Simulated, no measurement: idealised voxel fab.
The process module that follows is named voxel air gaps.
Shown is cross-section cut, with a width of 300 nm and square cells of size 5 nm.
Reading order for cross-sections: top band down to bottom band. Underlying form: a grid of square cells. Band size: one or more rows of cells.
This entry defines a band. It first specifies the height of the band's top and the height of its bottom in nm, and then specifies the band's materials from left to right, stating each material with its width in nm. The word "everywhere" identifies a single material that fills the band from edge to edge, while the word "empty" identifies empty space.
Zero point of the height axis is 0; under it, received wafer = one material. Lowest band: continues down indefinitely, "0 down".
Note: "30..40" means the width goes from the first number (top row of the band) to the second number (bottom row) in equal steps per row of cells.
You'll sometimes find "everything unchanged" written for a step, and that's the way of saying that nowhere in the cross-section did a cell change during that step.
Reported under the label "Enclosed voids" are the empty spaces having no open way to the top and comprising 8 cells or more; the notation for each is width x height at distance, in which the distance is measured from the left edge and all three values are in nm.
On each step's line, the part that comes after the settings is the simulator's own comment on the step.
"overlay nm" answers the question of how far to the right of plan the mask lay on a step that has a mask, and when it is negative the answer is to the left.
Below is the list of planned process steps:
1 RECEIVE: material Si
2 CONFORMAL_DEP: material SiO2, thk nm 15
3 CONFORMAL_DEP: material SiN, thk nm 5
4 DIRECTIONAL_DEP: material lowk, thk nm 30
5 MASKED_ETCH: tone open, mask id LINES, width nm 25, pitch nm 55, etch materials lowk, depth nm 30, overlay nm 0
6 CONFORMAL_DEP: material TiN, thk nm 5
7 FILL_DEP: material Ru, thk nm 5
8 CMP: height nm 50
9 EPI: material Ru, thk nm 10
10 SELECTIVE_ETCH: etch materials lowk, depth nm 40
11 CONFORMAL_DEP: material SiN, thk nm 5
Incoming wafer, cross-sectional view, post step 1:
> 0 down: Si everywhere
> Enclosed voids: none
Module complete - cross-section of the first of two wafers, run according to plan:
> 65 to 60: 65 empty, 165 SiN, 70 empty
> 60 to 50: 65 empty, 5 SiN, 45 Ru, 10 SiN, 45 Ru, 10 SiN, 45 Ru, 5 SiN, 70 empty
> 50 to 45: 65 empty, 15 SiN, 5 TiN, 15 Ru, 5 TiN, 30 SiN, 5 TiN, 15 Ru, 5 TiN, 30 SiN, 5 TiN, 15 Ru, 5 TiN, 15 SiN, 70 empty
> 45 to 25: 75 empty, 5 SiN, 5 TiN, 15 Ru, 5 TiN, 5 SiN, 20 empty, 5 SiN, 5 TiN, 15 Ru, 5 TiN, 5 SiN, 20 empty, 5 SiN, 5 TiN, 15 Ru, 5 TiN, 5 SiN, 80 empty
> 25 to 20: 80 SiN, 25 TiN, 30 SiN, 25 TiN, 30 SiN, 25 TiN, 85 SiN
> 20 to 15: SiN everywhere
> 15 to 0: SiO2 everywhere
> 0 down: Si everywhere
> Enclosed voids: 20 x 20 at 110; 20 x 20 at 165
Presented here is a cross-section of the second of the two wafers as it stood at the end of the module. It was started in the same manner and assigned the same plan as the first wafer; however, one mistake was made in its execution:
> 65 to 60: SiN everywhere
> 60 to 50: 90 Ru, 5 SiN, 50 Ru, 5 SiN, 50 Ru, 5 SiN, 95 Ru
> 50 to 45: 75 Ru, 5 TiN, 25 SiN, 5 TiN, 20 Ru, 5 TiN, 25 SiN, 5 TiN, 20 Ru, 5 TiN, 25 SiN, 5 TiN, 80 Ru
> 45 to 25: 75 Ru, 5 TiN, 5 SiN, 15 empty, 5 SiN, 5 TiN, 20 Ru, 5 TiN, 5 SiN, 15 empty, 5 SiN, 5 TiN, 20 Ru, 5 TiN, 5 SiN, 15 empty, 5 SiN, 5 TiN, 80 Ru
> 25 to 20: 80 TiN, 25 SiN, 30 TiN, 25 SiN, 30 TiN, 25 SiN, 85 TiN
> 20 to 15: SiN everywhere
> 15 to 0: SiO2 everywhere
> 0 down: Si everywhere
> Enclosed voids: 15 x 20 at 85; 15 x 20 at 140; 15 x 20 at 195
Deviation from plan: the process deviated at step 5: the operation and settings actually run there were MASKED_ETCH: tone cover, mask id LINES, width nm 25, pitch nm 55, etch materials lowk, depth nm 30, overlay nm 0
Final cells, second wafer relative to first, materials higher or lower: +210 Ru; -12 SiN; +30 TiN
Upon completion, the first wafer exhibits 2 closed voids and the second wafer exhibits 3.
